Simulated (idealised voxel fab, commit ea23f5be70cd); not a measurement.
Name of the process module below: voxel wiring stack
Displayed cross-section: cut, width of 170 nm, square cells sized 5 nm.
How to read a cross-section here: the picture is a grid of square cells, written as bands going from the top down, and any band can span one or more rows of cells. Band: top and bottom heights (nm) first, top before bottom; then materials from left to right, widths in nm. "everywhere" marks a sole material filling the band edge to edge. "air" denotes empty space. A quick word on heights: they are counted from 0, and under that level the wafer as it came to us is one material throughout. The lowest band is different from the rest in having no bottom; it simply continues downward, written as in "top 0, no bottom". Top row gets the first number, bottom row gets the second, and each row in between changes by the same step: that is how a band width like "30 to 40" works. The designation "no alteration", where it is given for a processing step, indicates that no cell of the cross-section was altered in the course of that step. Enclosed voids (no open way to top), threshold 8 cells or more, entry "Fully sealed voids", notation width x height at distance, distance from left edge, nm. Post-settings text on a step line: simulator's own remark regarding the step. The optional step-line setting "overlay nm" applies to steps with a mask and quantifies how far to the right of its planned location the mask lay, a negative value indicating leftward placement.
LIST OF PLANNED PROCESS STEPS
step 1: RECEIVE | material Si
step 2: CONFORMAL_DEP | material SiO2 | thk nm 15
step 3: DIRECTIONAL_DEP | material TiN | thk nm 5
step 4: DIRECTIONAL_DEP | material W | thk nm 25
step 5: MASKED_ETCH | tone cover | mask id METAL_1 | width nm 30 | pitch nm 45 | etch materials W | depth nm 25 | overlay nm 0
step 6: MASKED_ETCH | tone cover | mask id METAL_1 | width nm 30 | pitch nm 45 | etch materials TiN | depth nm 5 | overlay nm 0
step 7: CONFORMAL_DEP | material SiCN | thk nm 5
step 8: FILL_DEP | material SiO2 | thk nm 5
step 9: CMP | height nm 45
step 10: CONFORMAL_DEP | material SiCN | thk nm 5
step 11: DIRECTIONAL_DEP | material SiO2 | thk nm 30
step 12: DIRECTIONAL_DEP | material aC | thk nm 15
step 13: PATTERN | tone open | mask id METAL_2_HOLES | material resist | width nm 15 | pitch nm 90 | thk nm 35 | overlay nm 0
step 14: DIRECTIONAL_ETCH | etch materials aC | depth nm 15
step 15: STRIP | etch materials resist
step 16: DIRECTIONAL_ETCH | etch materials SiO2 | depth nm 30
step 17: STRIP | etch materials aC
step 18: PATTERN | tone open | mask id METAL_2 | material resist | width nm 30 | pitch nm 45 | thk nm 15 | overlay nm 0
step 19: DIRECTIONAL_ETCH | etch materials SiO2 | depth nm 15
step 20: DIRECTIONAL_ETCH | etch materials SiCN | depth nm 5
step 21: STRIP | etch materials resist
step 22: CONFORMAL_DEP | material TiN | thk nm 5
step 23: FILL_DEP | material Ru | thk nm 10
step 24: CMP | height nm 80
step 25: CONFORMAL_DEP | material SiCN | thk nm 5
FIRST WAFER, TWO IN TOTAL, RUN AS PLANNED
SO THIS IS THE INCOMING WAFER IN CROSS-SECTION - IT'S ALREADY BEEN THROUGH STEP 1
- top 0, no bottom | Si everywhere
- Fully sealed voids: none
TAKE A LOOK AT THE WAFER'S CROSS-SECTION AFTER STEP 2
- top 15, bottom 0 | SiO2 everywhere
- Everything under 0 stays put, no change at all.
TAKE A LOOK AT THE WAFER'S CROSS-SECTION AFTER STEP 3
- top 20, bottom 15 | TiN everywhere
- Everything under 15 stays put, no change at all.
TAKE A LOOK AT THE WAFER'S CROSS-SECTION AFTER STEP 4
- top 45, bottom 20 | W everywhere
- Everything under 20 stays put, no change at all.
TAKE A LOOK AT THE WAFER'S CROSS-SECTION AFTER STEP 5
- top 45, bottom 20 | 25 air, 30 W, 15 air, 30 W, 15 air, 30 W, 25 air
- Everything under 20 stays put, no change at all.
TAKE A LOOK AT THE WAFER'S CROSS-SECTION AFTER STEP 6
- top 45, bottom 20 | 25 air, 30 W, 15 air, 30 W, 15 air, 30 W, 25 air
- top 20, bottom 15 | 25 air, 30 TiN, 15 air, 30 TiN, 15 air, 30 TiN, 25 air
- Everything under 15 stays put, no change at all.
TAKE A LOOK AT THE WAFER'S CROSS-SECTION AFTER STEP 7
- top 50, bottom 45 | 20 air, 40 SiCN, 5 air, 40 SiCN, 5 air, 40 SiCN, 20 air
- top 45, bottom 20 | 20 air, 5 SiCN, 30 W, 5 SiCN, 5 air, 5 SiCN, 30 W, 5 SiCN, 5 air, 5 SiCN, 30 W, 5 SiCN, 20 air
- top 20, bottom 15 | 25 SiCN, 30 TiN, 15 SiCN, 30 TiN, 15 SiCN, 30 TiN, 25 SiCN
- Everything under 15 stays put, no change at all.
TAKE A LOOK AT THE WAFER'S CROSS-SECTION AFTER STEP 8
- top 55, bottom 50 | SiO2 everywhere
- top 50, bottom 45 | 20 SiO2, 40 SiCN, 5 SiO2, 40 SiCN, 5 SiO2, 40 SiCN, 20 SiO2
- top 45, bottom 20 | 20 SiO2, 5 SiCN, 30 W, 5 SiCN, 5 SiO2, 5 SiCN, 30 W, 5 SiCN, 5 SiO2, 5 SiCN, 30 W, 5 SiCN, 20 SiO2
- Everything under 20 stays put, no change at all.
TAKE A LOOK AT THE WAFER'S CROSS-SECTION AFTER STEP 9
- top 45, bottom 20 | 20 SiO2, 5 SiCN, 30 W, 5 SiCN, 5 SiO2, 5 SiCN, 30 W, 5 SiCN, 5 SiO2, 5 SiCN, 30 W, 5 SiCN, 20 SiO2
- Everything under 20 stays put, no change at all.
TAKE A LOOK AT THE WAFER'S CROSS-SECTION AFTER STEP 10
- top 50, bottom 45 | SiCN everywhere
- Everything under 45 stays put, no change at all.
TAKE A LOOK AT THE WAFER'S CROSS-SECTION AFTER STEP 11
- top 80, bottom 50 | SiO2 everywhere
- Everything under 50 stays put, no change at all.
TAKE A LOOK AT THE WAFER'S CROSS-SECTION AFTER STEP 12
- top 95, bottom 80 | aC everywhere
- Everything under 80 stays put, no change at all.
TAKE A LOOK AT THE WAFER'S CROSS-SECTION AFTER STEP 13
- top 130, bottom 95 | 25 resist, 15 air, 75 resist, 15 air, 40 resist
- Everything under 95 stays put, no change at all.
TAKE A LOOK AT THE WAFER'S CROSS-SECTION AFTER STEP 14
- top 115, bottom 95 | 25 resist, 15 air, 75 resist, 15 air, 40 resist
- top 95, bottom 80 | 25 aC, 15 air, 75 aC, 15 air, 40 aC
- Everything under 80 stays put, no change at all.
TAKE A LOOK AT THE WAFER'S CROSS-SECTION AFTER STEP 15
- top 95, bottom 80 | 25 aC, 15 air, 75 aC, 15 air, 40 aC
- Everything under 80 stays put, no change at all.
TAKE A LOOK AT THE WAFER'S CROSS-SECTION AFTER STEP 16
- top 95, bottom 80 | 25 aC, 15 air, 75 aC, 15 air, 40 aC
- top 80, bottom 50 | 25 SiO2, 15 air, 75 SiO2, 15 air, 40 SiO2
- Everything under 50 stays put, no change at all.
TAKE A LOOK AT THE WAFER'S CROSS-SECTION AFTER STEP 17
- top 80, bottom 50 | 25 SiO2, 15 air, 75 SiO2, 15 air, 40 SiO2
- Everything under 50 stays put, no change at all.
TAKE A LOOK AT THE WAFER'S CROSS-SECTION AFTER STEP 18
- top 95, bottom 80 | 25 resist, 30 air, 15 resist, 30 air, 15 resist, 30 air, 25 resist
- Everything under 80 stays put, no change at all.
TAKE A LOOK AT THE WAFER'S CROSS-SECTION AFTER STEP 19
- top 95, bottom 80 | 25 resist, 30 air, 15 resist, 30 air, 15 resist, 30 air, 25 resist
- top 80, bottom 65 | 25 SiO2, 30 air, 15 SiO2, 30 air, 15 SiO2, 30 air, 25 SiO2
- Everything under 65 stays put, no change at all.
TAKE A LOOK AT THE WAFER'S CROSS-SECTION AFTER STEP 20
- top 95, bottom 80 | 25 resist, 30 air, 15 resist, 30 air, 15 resist, 30 air, 25 resist
- top 80, bottom 65 | 25 SiO2, 30 air, 15 SiO2, 30 air, 15 SiO2, 30 air, 25 SiO2
- top 65, bottom 50 | 25 SiO2, 15 air, 75 SiO2, 15 air, 40 SiO2
- top 50, bottom 45 | 25 SiCN, 15 air, 75 SiCN, 15 air, 40 SiCN
- Everything under 45 stays put, no change at all.
TAKE A LOOK AT THE WAFER'S CROSS-SECTION AFTER STEP 21
- top 80, bottom 65 | 25 SiO2, 30 air, 15 SiO2, 30 air, 15 SiO2, 30 air, 25 SiO2
- Everything under 65 stays put, no change at all.
TAKE A LOOK AT THE WAFER'S CROSS-SECTION AFTER STEP 22
- top 85, bottom 80 | 30 TiN, 20 air, 25 TiN, 20 air, 25 TiN, 20 air, 30 TiN
- top 80, bottom 70 | 25 SiO2, 5 TiN, 20 air, 5 TiN, 15 SiO2, 5 TiN, 20 air, 5 TiN, 15 SiO2, 5 TiN, 20 air, 5 TiN, 25 SiO2
- top 70, bottom 65 | 25 SiO2, 5 TiN, 5 air, 20 TiN, 15 SiO2, 30 TiN, 15 SiO2, 5 TiN, 5 air, 20 TiN, 25 SiO2
- top 65, bottom 50 | 25 SiO2, 5 TiN, 5 air, 5 TiN, 75 SiO2, 5 TiN, 5 air, 5 TiN, 40 SiO2
- top 50, bottom 45 | 25 SiCN, 15 TiN, 75 SiCN, 15 TiN, 40 SiCN
- Everything under 45 stays put, no change at all.
TAKE A LOOK AT THE WAFER'S CROSS-SECTION AFTER STEP 23
- top 95, bottom 85 | Ru everywhere
- top 85, bottom 80 | 30 TiN, 20 Ru, 25 TiN, 20 Ru, 25 TiN, 20 Ru, 30 TiN
- top 80, bottom 70 | 25 SiO2, 5 TiN, 20 Ru, 5 TiN, 15 SiO2, 5 TiN, 20 Ru, 5 TiN, 15 SiO2, 5 TiN, 20 Ru, 5 TiN, 25 SiO2
- top 70, bottom 65 | 25 SiO2, 5 TiN, 5 Ru, 20 TiN, 15 SiO2, 30 TiN, 15 SiO2, 5 TiN, 5 Ru, 20 TiN, 25 SiO2
- top 65, bottom 50 | 25 SiO2, 5 TiN, 5 Ru, 5 TiN, 75 SiO2, 5 TiN, 5 Ru, 5 TiN, 40 SiO2
- Everything under 50 stays put, no change at all.
TAKE A LOOK AT THE WAFER'S CROSS-SECTION AFTER STEP 24
- top 80, bottom 70 | 25 SiO2, 5 TiN, 20 Ru, 5 TiN, 15 SiO2, 5 TiN, 20 Ru, 5 TiN, 15 SiO2, 5 TiN, 20 Ru, 5 TiN, 25 SiO2
- Everything under 70 stays put, no change at all.
TAKE A LOOK AT THE WAFER'S CROSS-SECTION AFTER STEP 25
- top 85, bottom 80 | SiCN everywhere
- Everything under 80 stays put, no change at all.
WAFER TWO OF TWO - SAME STARTING POINT, SAME PROCESS PLAN, ONE MISTAKE IN EXECUTION; MATCHES WAFER ONE UP TO AND INCLUDING STEP 1
WHAT THE SECOND WAFER LOOKS LIKE IN CROSS-SECTION WHEN STEP 2 SHOULD HAVE WRAPPED UP
- top 30, bottom 0 | SiO2 everywhere
- Everything under 0 stays put, no change at all.
WHAT THE SECOND WAFER LOOKS LIKE IN CROSS-SECTION WHEN STEP 3 SHOULD HAVE WRAPPED UP
- top 35, bottom 30 | TiN everywhere
- Everything under 30 stays put, no change at all.
WHAT THE SECOND WAFER LOOKS LIKE IN CROSS-SECTION WHEN STEP 4 SHOULD HAVE WRAPPED UP
- top 60, bottom 35 | W everywhere
- Everything under 35 stays put, no change at all.
WHAT THE SECOND WAFER LOOKS LIKE IN CROSS-SECTION WHEN STEP 5 SHOULD HAVE WRAPPED UP
- top 60, bottom 35 | 25 air, 30 W, 15 air, 30 W, 15 air, 30 W, 25 air
- Everything under 35 stays put, no change at all.
WHAT THE SECOND WAFER LOOKS LIKE IN CROSS-SECTION WHEN STEP 6 SHOULD HAVE WRAPPED UP
- top 60, bottom 35 | 25 air, 30 W, 15 air, 30 W, 15 air, 30 W, 25 air
- top 35, bottom 30 | 25 air, 30 TiN, 15 air, 30 TiN, 15 air, 30 TiN, 25 air
- Everything under 30 stays put, no change at all.
WHAT THE SECOND WAFER LOOKS LIKE IN CROSS-SECTION WHEN STEP 7 SHOULD HAVE WRAPPED UP
- top 65, bottom 60 | 20 air, 40 SiCN, 5 air, 40 SiCN, 5 air, 40 SiCN, 20 air
- top 60, bottom 35 | 20 air, 5 SiCN, 30 W, 5 SiCN, 5 air, 5 SiCN, 30 W, 5 SiCN, 5 air, 5 SiCN, 30 W, 5 SiCN, 20 air
- top 35, bottom 30 | 25 SiCN, 30 TiN, 15 SiCN, 30 TiN, 15 SiCN, 30 TiN, 25 SiCN
- Everything under 30 stays put, no change at all.
WHAT THE SECOND WAFER LOOKS LIKE IN CROSS-SECTION WHEN STEP 8 SHOULD HAVE WRAPPED UP
- top 70, bottom 65 | SiO2 everywhere
- top 65, bottom 60 | 20 SiO2, 40 SiCN, 5 SiO2, 40 SiCN, 5 SiO2, 40 SiCN, 20 SiO2
- top 60, bottom 35 | 20 SiO2, 5 SiCN, 30 W, 5 SiCN, 5 SiO2, 5 SiCN, 30 W, 5 SiCN, 5 SiO2, 5 SiCN, 30 W, 5 SiCN, 20 SiO2
- Everything under 35 stays put, no change at all.
WHAT THE SECOND WAFER LOOKS LIKE IN CROSS-SECTION WHEN STEP 9 SHOULD HAVE WRAPPED UP
- top 45, bottom 35 | 20 SiO2, 5 SiCN, 30 W, 5 SiCN, 5 SiO2, 5 SiCN, 30 W, 5 SiCN, 5 SiO2, 5 SiCN, 30 W, 5 SiCN, 20 SiO2
- Everything under 35 stays put, no change at all.
WHAT THE SECOND WAFER LOOKS LIKE IN CROSS-SECTION WHEN STEP 10 SHOULD HAVE WRAPPED UP
- top 50, bottom 45 | SiCN everywhere
- Everything under 45 stays put, no change at all.
WHAT THE SECOND WAFER LOOKS LIKE IN CROSS-SECTION WHEN STEP 11 SHOULD HAVE WRAPPED UP
- top 80, bottom 50 | SiO2 everywhere
- Everything under 50 stays put, no change at all.
WHAT THE SECOND WAFER LOOKS LIKE IN CROSS-SECTION WHEN STEP 12 SHOULD HAVE WRAPPED UP
- top 95, bottom 80 | aC everywhere
- Everything under 80 stays put, no change at all.
WHAT THE SECOND WAFER LOOKS LIKE IN CROSS-SECTION WHEN STEP 13 SHOULD HAVE WRAPPED UP
- top 130, bottom 95 | 25 resist, 15 air, 75 resist, 15 air, 40 resist
- Everything under 95 stays put, no change at all.
WHAT THE SECOND WAFER LOOKS LIKE IN CROSS-SECTION WHEN STEP 14 SHOULD HAVE WRAPPED UP
- top 115, bottom 95 | 25 resist, 15 air, 75 resist, 15 air, 40 resist
- top 95, bottom 80 | 25 aC, 15 air, 75 aC, 15 air, 40 aC
- Everything under 80 stays put, no change at all.
WHAT THE SECOND WAFER LOOKS LIKE IN CROSS-SECTION WHEN STEP 15 SHOULD HAVE WRAPPED UP
- top 95, bottom 80 | 25 aC, 15 air, 75 aC, 15 air, 40 aC
- Everything under 80 stays put, no change at all.
WHAT THE SECOND WAFER LOOKS LIKE IN CROSS-SECTION WHEN STEP 16 SHOULD HAVE WRAPPED UP
- top 95, bottom 80 | 25 aC, 15 air, 75 aC, 15 air, 40 aC
- top 80, bottom 50 | 25 SiO2, 15 air, 75 SiO2, 15 air, 40 SiO2
- Everything under 50 stays put, no change at all.
WHAT THE SECOND WAFER LOOKS LIKE IN CROSS-SECTION WHEN STEP 17 SHOULD HAVE WRAPPED UP
- top 80, bottom 50 | 25 SiO2, 15 air, 75 SiO2, 15 air, 40 SiO2
- Everything under 50 stays put, no change at all.
WHAT THE SECOND WAFER LOOKS LIKE IN CROSS-SECTION WHEN STEP 18 SHOULD HAVE WRAPPED UP
- top 95, bottom 80 | 25 resist, 30 air, 15 resist, 30 air, 15 resist, 30 air, 25 resist
- Everything under 80 stays put, no change at all.
WHAT THE SECOND WAFER LOOKS LIKE IN CROSS-SECTION WHEN STEP 19 SHOULD HAVE WRAPPED UP
- top 95, bottom 80 | 25 resist, 30 air, 15 resist, 30 air, 15 resist, 30 air, 25 resist
- top 80, bottom 65 | 25 SiO2, 30 air, 15 SiO2, 30 air, 15 SiO2, 30 air, 25 SiO2
- Everything under 65 stays put, no change at all.
WHAT THE SECOND WAFER LOOKS LIKE IN CROSS-SECTION WHEN STEP 20 SHOULD HAVE WRAPPED UP
- top 95, bottom 80 | 25 resist, 30 air, 15 resist, 30 air, 15 resist, 30 air, 25 resist
- top 80, bottom 65 | 25 SiO2, 30 air, 15 SiO2, 30 air, 15 SiO2, 30 air, 25 SiO2
- top 65, bottom 50 | 25 SiO2, 15 air, 75 SiO2, 15 air, 40 SiO2
- top 50, bottom 45 | 25 SiCN, 15 air, 75 SiCN, 15 air, 40 SiCN
- Everything under 45 stays put, no change at all.
WHAT THE SECOND WAFER LOOKS LIKE IN CROSS-SECTION WHEN STEP 21 SHOULD HAVE WRAPPED UP
- top 80, bottom 65 | 25 SiO2, 30 air, 15 SiO2, 30 air, 15 SiO2, 30 air, 25 SiO2
- Everything under 65 stays put, no change at all.
WHAT THE SECOND WAFER LOOKS LIKE IN CROSS-SECTION WHEN STEP 22 SHOULD HAVE WRAPPED UP
- top 85, bottom 80 | 30 TiN, 20 air, 25 TiN, 20 air, 25 TiN, 20 air, 30 TiN
- top 80, bottom 70 | 25 SiO2, 5 TiN, 20 air, 5 TiN, 15 SiO2, 5 TiN, 20 air, 5 TiN, 15 SiO2, 5 TiN, 20 air, 5 TiN, 25 SiO2
- top 70, bottom 65 | 25 SiO2, 5 TiN, 5 air, 20 TiN, 15 SiO2, 30 TiN, 15 SiO2, 5 TiN, 5 air, 20 TiN, 25 SiO2
- top 65, bottom 50 | 25 SiO2, 5 TiN, 5 air, 5 TiN, 75 SiO2, 5 TiN, 5 air, 5 TiN, 40 SiO2
- top 50, bottom 45 | 25 SiCN, 15 TiN, 75 SiCN, 15 TiN, 40 SiCN
- Everything under 45 stays put, no change at all.
WHAT THE SECOND WAFER LOOKS LIKE IN CROSS-SECTION WHEN STEP 23 SHOULD HAVE WRAPPED UP
- top 95, bottom 85 | Ru everywhere
- top 85, bottom 80 | 30 TiN, 20 Ru, 25 TiN, 20 Ru, 25 TiN, 20 Ru, 30 TiN
- top 80, bottom 70 | 25 SiO2, 5 TiN, 20 Ru, 5 TiN, 15 SiO2, 5 TiN, 20 Ru, 5 TiN, 15 SiO2, 5 TiN, 20 Ru, 5 TiN, 25 SiO2
- top 70, bottom 65 | 25 SiO2, 5 TiN, 5 Ru, 20 TiN, 15 SiO2, 30 TiN, 15 SiO2, 5 TiN, 5 Ru, 20 TiN, 25 SiO2
- top 65, bottom 50 | 25 SiO2, 5 TiN, 5 Ru, 5 TiN, 75 SiO2, 5 TiN, 5 Ru, 5 TiN, 40 SiO2
- Everything under 50 stays put, no change at all.
WHAT THE SECOND WAFER LOOKS LIKE IN CROSS-SECTION WHEN STEP 24 SHOULD HAVE WRAPPED UP
- top 80, bottom 70 | 25 SiO2, 5 TiN, 20 Ru, 5 TiN, 15 SiO2, 5 TiN, 20 Ru, 5 TiN, 15 SiO2, 5 TiN, 20 Ru, 5 TiN, 25 SiO2
- Everything under 70 stays put, no change at all.
WHAT THE SECOND WAFER LOOKS LIKE IN CROSS-SECTION WHEN STEP 25 SHOULD HAVE WRAPPED UP
- top 85, bottom 80 | SiCN everywhere
- Everything under 80 stays put, no change at all.
The mistake made against the process plan was this: heads up, step 2 of the plan got done twice
The final cell counts differ between the wafers, with the second having more or fewer of some materials than the first: SiCN -18 | SiO2 +72 | W -54
